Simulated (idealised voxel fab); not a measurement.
process module | voxel self aligned contacts
cross-section cut | 185 nm wide | cells 5 nm
A cross-section is a grid of square cells, given in bands from the top down. A band is one or more rows of cells.
Each band's line starts with the height of the band's top and of its bottom, in nm. Then come its materials from left to right, each with its width in nm. One material with "throughout" fills the band from edge to edge. "air" is empty space.
Height 0 is the level under which the wafer as received is all one material. The lowest band goes on downwards, as in "0 down".
A width such as "30 to 40" changes by the same amount from each row of cells to the next, from the band's top row to its bottom row.
"no change" after a step means that no cell of the cross-section changed.
closed voids: empty space of 8 cells or more with no open way to the top, each as width x height at its distance from the left edge, in nm
after a step's settings: what the simulator itself notes on the step
overlay nm, on a step with a mask: how far to the right of its planned place the mask lay; to the left if negative
plan
1 op RECEIVE | material Si
2 op CONFORMAL_DEP | material SiO2 | thk nm 5
3 op DIRECTIONAL_DEP | material polySi | thk nm 25
4 op DIRECTIONAL_DEP | material SiN | thk nm 25
5 op DIRECTIONAL_DEP | material aC | thk nm 15
6 op PATTERN | tone cover | mask id GATE | material resist | width nm 35 | pitch nm 70 | thk nm 30 | overlay nm 0
7 op DIRECTIONAL_ETCH | etch materials aC | depth nm 15
8 op STRIP | etch materials resist
9 op DIRECTIONAL_ETCH | etch materials SiN | depth nm 25
10 op DIRECTIONAL_ETCH | etch materials polySi | depth nm 25
11 op STRIP | etch materials aC
12 op CONFORMAL_DEP | material SiN | thk nm 10
13 op DIRECTIONAL_ETCH | etch materials SiN | depth nm 10
14 op FILL_DEP | material SiO2 | thk nm 10
15 op CMP | height nm 60
16 op PATTERN | tone open | mask id CONTACT | material resist | width nm 55 | thk nm 20 | overlay nm 0
17 op DIRECTIONAL_ETCH | etch materials SiO2 | depth nm 60
18 op STRIP | etch materials resist
19 op CONFORMAL_DEP | material TiN | thk nm 5
20 op FILL_DEP | material W | thk nm 5
21 op CMP | height nm 60
22 op CONFORMAL_DEP | material SiCN | thk nm 5
first wafer, as planned
as received, after step 1
  0 down: Si throughout
  closed voids: none
after step 2
  5 to 0: SiO2 throughout
  below 0: unchanged
after step 3
  30 to 5: polySi throughout
  below 5: unchanged
after step 4
  55 to 30: SiN throughout
  below 30: unchanged
after step 5
  70 to 55: aC throughout
  below 55: unchanged
after step 6
  100 to 70: air 40 | resist 35 | air 35 | resist 35 | air 40
  below 70: unchanged
after step 7
  85 to 70: air 40 | resist 35 | air 35 | resist 35 | air 40
  70 to 55: air 40 | aC 35 | air 35 | aC 35 | air 40
  below 55: unchanged
after step 8
  70 to 55: air 40 | aC 35 | air 35 | aC 35 | air 40
  below 55: unchanged
after step 9
  70 to 55: air 40 | aC 35 | air 35 | aC 35 | air 40
  55 to 30: air 40 | SiN 35 | air 35 | SiN 35 | air 40
  below 30: unchanged
after step 10
  70 to 55: air 40 | aC 35 | air 35 | aC 35 | air 40
  55 to 30: air 40 | SiN 35 | air 35 | SiN 35 | air 40
  30 to 5: air 40 | polySi 35 | air 35 | polySi 35 | air 40
  below 5: unchanged
after step 11
  55 to 30: air 40 | SiN 35 | air 35 | SiN 35 | air 40
  below 30: unchanged
after step 12
  65 to 30: air 30 | SiN 55 | air 15 | SiN 55 | air 30
  30 to 15: air 30 | SiN 10 | polySi 35 | SiN 10 | air 15 | SiN 10 | polySi 35 | SiN 10 | air 30
  15 to 5: SiN 40 | polySi 35 | SiN 35 | polySi 35 | SiN 40
  below 5: unchanged
after step 13
  55 to 30: air 30 | SiN 55 | air 15 | SiN 55 | air 30
  30 to 5: air 30 | SiN 10 | polySi 35 | SiN 10 | air 15 | SiN 10 | polySi 35 | SiN 10 | air 30
  below 5: unchanged
after step 14
  65 to 55: SiO2 throughout
  55 to 30: SiO2 30 | SiN 55 | SiO2 15 | SiN 55 | SiO2 30
  30 to 5: SiO2 30 | SiN 10 | polySi 35 | SiN 10 | SiO2 15 | SiN 10 | polySi 35 | SiN 10 | SiO2 30
  below 5: unchanged
after step 15
  60 to 55: SiO2 throughout
  below 55: unchanged
after step 16
  80 to 60: resist 65 | air 55 | resist 65
  below 60: unchanged
after step 17
  80 to 60: resist 65 | air 55 | resist 65
  60 to 55: SiO2 65 | air 55 | SiO2 65
  55 to 30: SiO2 30 | SiN 55 | air 15 | SiN 55 | SiO2 30
  30 to 5: SiO2 30 | SiN 10 | polySi 35 | SiN 10 | air 15 | SiN 10 | polySi 35 | SiN 10 | SiO2 30
  5 to 0: SiO2 85 | air 15 | SiO2 85
  below 0: unchanged
after step 18
  60 to 55: SiO2 65 | air 55 | SiO2 65
  below 55: unchanged
after step 19
  65 to 60: TiN 70 | air 45 | TiN 70
  60 to 55: SiO2 65 | TiN 25 | air 5 | TiN 25 | SiO2 65
  55 to 30: SiO2 30 | SiN 55 | TiN 5 | air 5 | TiN 5 | SiN 55 | SiO2 30
  30 to 5: SiO2 30 | SiN 10 | polySi 35 | SiN 10 | TiN 5 | air 5 | TiN 5 | SiN 10 | polySi 35 | SiN 10 | SiO2 30
  5 to 0: SiO2 85 | TiN 15 | SiO2 85
  below 0: unchanged
after step 20
  70 to 65: W throughout
  65 to 60: TiN 70 | W 45 | TiN 70
  60 to 55: SiO2 65 | TiN 25 | W 5 | TiN 25 | SiO2 65
  55 to 30: SiO2 30 | SiN 55 | TiN 5 | W 5 | TiN 5 | SiN 55 | SiO2 30
  30 to 5: SiO2 30 | SiN 10 | polySi 35 | SiN 10 | TiN 5 | W 5 | TiN 5 | SiN 10 | polySi 35 | SiN 10 | SiO2 30
  below 5: unchanged
after step 21
  60 to 55: SiO2 65 | TiN 25 | W 5 | TiN 25 | SiO2 65
  below 55: unchanged
after step 22
  65 to 60: SiCN throughout
  below 60: unchanged
second wafer: like start, like plan, one mistake. Through step 20 it matches the first wafer
when step 21 should have ended
  55 to 30: SiO2 30 | SiN 55 | TiN 5 | W 5 | TiN 5 | SiN 55 | SiO2 30
  below 30: unchanged
when step 22 should have ended
  60 to 55: SiCN throughout
  below 55: unchanged
what went wrong: step 21 ran as: op CMP | height nm 55
at the end the second wafer has, in cells: 26 fewer of SiO2 | 10 fewer of TiN | 1 fewer of W
